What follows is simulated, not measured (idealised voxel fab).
The name of this process module is voxel air gaps.
Square cells of 5 nm make up the cross-section cut, whose width is 205 nm.
Cross-section, as written here: a square-cell grid given band by band from the top down, where a band holds one or more rows of cells.
Within each band entry, the heights of the top and of the bottom of the band appear first, in that order and in nm; the materials of the band then follow from left to right, each with its corresponding width in nm. The designation "throughout" on a single material indicates that it fills the band from edge to edge; the designation "air" indicates empty space.
Heads up on the height convention: 0 is the point under which the incoming wafer is all one material, and the lowest band has no bottom, it just keeps going down, like "0 nm and below".
A width such as "30 to 40" changes by the same amount from each row of cells to the next, from the band's top row to its bottom row.
Given "same as before" for a step, no cell of the cross-section differs between before and after that step.
So "Trapped voids" is basically the list of trapped voids: any empty space of 8 cells or more that can't reach the top through an opening. They're written width x height at distance, the distance being from the left edge, and it's all nm.
What comes after the settings on a step's line is commentary from the simulator itself on that step.
When a step includes a mask, the "overlay nm" setting on its line states how far to the right of its planned place that mask lay, and negative values state how far to the left.

**Process steps foreseen in the plan**
1. RECEIVE (material Si)
2. CONFORMAL_DEP (material SiO2; thk nm 10)
3. CONFORMAL_DEP (material SiN; thk nm 5)
4. DIRECTIONAL_DEP (material SiO2; thk nm 35)
5. PATTERN (tone open; mask id LINES; material resist; width nm 25; pitch nm 55; thk nm 20; overlay nm 0)
6. DIRECTIONAL_ETCH (etch materials SiO2; depth nm 35)
7. STRIP (etch materials resist)
8. CONFORMAL_DEP (material TiN; thk nm 5)
9. FILL_DEP (material Ru; thk nm 5)
10. CMP (height nm 50)
11. EPI (material Ru; thk nm 10)
12. SELECTIVE_ETCH (etch materials SiO2; depth nm 45)
13. CONFORMAL_DEP (material SiCN; thk nm 5)

**The cross-section here shows the wafer as received, i.e. in its state after step 1**
* 0 nm and below = Si throughout
* Trapped voids: none

**As-planned run: cross-section of the first of two wafers at end of module**
* 65 nm to 60 nm = 20 of air  165 of SiCN  20 of air
* 60 nm to 50 nm = 20 of air  5 of SiCN  45 of Ru  10 of SiCN  45 of Ru  10 of SiCN  45 of Ru  5 of SiCN  20 of air
* 50 nm to 45 nm = 20 of air  15 of SiCN  5 of TiN  15 of Ru  5 of TiN  30 of SiCN  5 of TiN  15 of Ru  5 of TiN  30 of SiCN  5 of TiN  15 of Ru  5 of TiN  15 of SiCN  20 of air
* 45 nm to 20 nm = 30 of air  5 of SiCN  5 of TiN  15 of Ru  5 of TiN  5 of SiCN  20 of air  5 of SiCN  5 of TiN  15 of Ru  5 of TiN  5 of SiCN  20 of air  5 of SiCN  5 of TiN  15 of Ru  5 of TiN  5 of SiCN  30 of air
* 20 nm to 15 nm = 35 of SiCN  25 of TiN  30 of SiCN  25 of TiN  30 of SiCN  25 of TiN  35 of SiCN
* 15 nm to 10 nm = SiN throughout
* 10 nm to 0 nm = SiO2 throughout
* 0 nm and below = Si throughout
* Trapped voids: 20 x 25 at 65; 20 x 25 at 120

**Wafer two, end of module, cross-section. Same start, same plan as wafer one. One mistake in the run**
* 65 nm to 60 nm = 30 of air  165 of SiCN  10 of air
* 60 nm to 50 nm = 30 of air  5 of SiCN  45 of Ru  10 of SiCN  45 of Ru  10 of SiCN  45 of Ru  5 of SiCN  10 of air
* 50 nm to 45 nm = 30 of air  15 of SiCN  5 of TiN  15 of Ru  5 of TiN  30 of SiCN  5 of TiN  15 of Ru  5 of TiN  30 of SiCN  5 of TiN  15 of Ru  5 of TiN  15 of SiCN  10 of air
* 45 nm to 20 nm = 40 of air  5 of SiCN  5 of TiN  15 of Ru  5 of TiN  5 of SiCN  20 of air  5 of SiCN  5 of TiN  15 of Ru  5 of TiN  5 of SiCN  20 of air  5 of SiCN  5 of TiN  15 of Ru  5 of TiN  5 of SiCN  20 of air
* 20 nm to 15 nm = 45 of SiCN  25 of TiN  30 of SiCN  25 of TiN  30 of SiCN  25 of TiN  25 of SiCN
* 15 nm to 10 nm = SiN throughout
* 10 nm to 0 nm = SiO2 throughout
* 0 nm and below = Si throughout
* Trapped voids: 20 x 25 at 75; 20 x 25 at 130
Finding, execution versus plan: step 5 went in with a setting other than planned; the actual run was PATTERN (tone open; mask id LINES; material resist; width nm 25; pitch nm 55; thk nm 20; overlay nm 10)
When the process is done, the second wafer contains the same cell count of every material as the first wafer, but distributed over other locations.
